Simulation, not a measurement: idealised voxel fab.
process module | voxel tone inversion
cross-section cut | 275 nm wide | cells 5 nm
A cross-section is a grid of square cells, given in bands from the top down. A band is one or more rows of cells.
Each band's line starts with the height of the band's top and of its bottom, in nm. Then come its materials from left to right, each with its width in nm. One material with "throughout" fills the band from edge to edge. "air" is empty space.
Height 0 is the level under which the wafer as received is all one material. The lowest band goes on downwards, as in "0 down".
A width such as "30 to 40" changes by the same amount from each row of cells to the next, from the band's top row to its bottom row.
"no change" after a step means that no cell of the cross-section changed.
closed voids: empty space of 8 cells or more with no open way to the top, each as width x height at its distance from the left edge, in nm
after a step's settings: what the simulator itself notes on the step
overlay nm, on a step with a mask: how far to the right of its planned place the mask lay; to the left if negative
plan
1 op RECEIVE | material Si
2 op CONFORMAL_DEP | material SiCN | thk nm 5
3 op DIRECTIONAL_DEP | material aC | thk nm 25
4 op PATTERN | tone cover | mask id POSTS | material resist | width nm 25 | pitch nm 55 | thk nm 30 | overlay nm 0
5 op DIRECTIONAL_ETCH | etch materials aC | depth nm 25
6 op STRIP | etch materials resist
7 op FILL_DEP | material SiO2 | thk nm 10
8 op CMP | height nm 30
9 op STRIP | etch materials aC
as received, after step 1
  0 down: Si throughout
  closed voids: none
a wafer at the end: this start, this plan, one mistake
  30 to 5: air 40 | SiO2 25 | air 30 | SiO2 25 | air 30 | SiO2 25 | air 30 | SiO2 25 | air 45
  5 to 0: SiCN throughout
  0 down: Si throughout
  closed voids: none
what went wrong: step 4 ran as: op PATTERN | tone open | mask id POSTS | material resist | width nm 25 | pitch nm 55 | thk nm 30 | overlay nm 0
